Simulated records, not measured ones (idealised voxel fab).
Name of the process module below: voxel self aligned vias
Cross-section cut: width 145 nm, square cells of 5 nm.
The cross-sections in this document take the form of a grid made of square cells. They are written out as bands, in order from top to bottom. Each band consists of one or more rows of cells.
Within each band entry, the heights of the top and of the bottom of the band appear first, in that order and in nm; the materials of the band then follow from left to right, each with its corresponding width in nm. The designation "everywhere" on a single material indicates that it fills the band from edge to edge; the designation "blank" indicates empty space.
Heights are reckoned from 0. Under this level, the received wafer is all of one material. The bottommost band is open-ended downward, for example "0..down".
Graded width ("30->40"): value in top row of band = first number; value in bottom row = second number; row-to-row change constant.
"nothing altered" means the step left every cell of the cross-section as it was.
The label "Closed empty spaces" introduces a list of the empty spaces, 8 cells or larger, that have no open way up to the top; each entry in it reads width x height at distance, where the distance is taken from the left edge and all three are stated in nm.
Read whatever lies past the settings on a step's line as the simulator's own remark about the step.
The line of a step may include "overlay nm". On a step with a mask, this value is how far to the right of its planned place the mask lay. A negative value means the mask lay to the left.

**Process steps (planned)**
1,RECEIVE,material Si
2,CONFORMAL_DEP,material SiO2,thk nm 10
3,CONFORMAL_DEP,material SiCN,thk nm 5
4,DIRECTIONAL_DEP,material SiO2,thk nm 20
5,MASKED_ETCH,tone open,mask id LINES,width nm 20,pitch nm 45,etch materials SiO2,depth nm 20,overlay nm 0
6,CONFORMAL_DEP,material TiN,thk nm 5
7,FILL_DEP,material W,thk nm 5
8,CMP,height nm 35
9,SELECTIVE_ETCH,etch materials W Ru TiN,depth nm 10
10,FILL_DEP,material SiN,thk nm 10
11,CMP,height nm 35
12,DIRECTIONAL_DEP,material SiO2,thk nm 15
13,PATTERN,tone open,mask id VIAS,material resist,width nm 30,thk nm 20,overlay nm 0
14,DIRECTIONAL_ETCH,etch materials SiO2,depth nm 15
15,DIRECTIONAL_ETCH,etch materials SiN,depth nm 10
16,STRIP,etch materials resist
17,CONFORMAL_DEP,material TiN,thk nm 5
18,FILL_DEP,material W,thk nm 5
19,CMP,height nm 50
20,CONFORMAL_DEP,material SiCN,thk nm 5

**Received-state cross-section, reflecting completion of step 1**
> 0..down: Si everywhere
> Closed empty spaces: none

**Here's the cross-section of the first of our two wafers at the end of the module - it ran as planned**
> 55..50: SiCN everywhere
> 50..40: SiO2: 35  TiN: 5  W: 20  TiN: 5  SiO2: 80
> 40..35: SiO2: 35  TiN: 10  W: 10  TiN: 10  SiO2: 80
> 35..30: SiO2: 40  TiN: 5  W: 10  TiN: 5  SiO2: 25  SiN: 20  SiO2: 40
> 30..25: SiO2: 40  TiN: 20  SiO2: 25  SiN: 20  SiO2: 40
> 25..20: SiO2: 40  TiN: 5  W: 10  TiN: 5  SiO2: 25  TiN: 5  W: 10  TiN: 5  SiO2: 40
> 20..15: SiO2: 40  TiN: 20  SiO2: 25  TiN: 20  SiO2: 40
> 15..10: SiCN everywhere
> 10..0: SiO2 everywhere
> 0..down: Si everywhere
> Closed empty spaces: none

**Cross-sectional view: second of two wafers, end of module; start and plan identical to the first, one mistake in running**
> 55..50: SiCN everywhere
> 50..40: SiO2: 35  TiN: 5  W: 20  TiN: 5  SiO2: 80
> 40..35: SiO2: 35  TiN: 10  W: 10  TiN: 10  SiO2: 80
> 35..30: SiO2: 40  TiN: 5  W: 10  TiN: 5  SiO2: 25  SiN: 20  SiO2: 40
> 30..25: SiO2: 40  TiN: 20  SiO2: 25  SiN: 20  SiO2: 40
> 25..20: SiO2: 40  TiN: 5  W: 10  TiN: 5  SiO2: 25  TiN: 5  W: 10  TiN: 5  SiO2: 40
> 20..15: SiO2: 40  TiN: 20  SiO2: 25  TiN: 20  SiO2: 40
> 15..5: SiO2 everywhere
> 5..0: SiCN everywhere
> 0..down: Si everywhere
> Closed empty spaces: none
Processing error: transposition of steps 2 and 3 relative to the planned sequence
End check, second vs first wafer: material counts in cells match, positions do not.
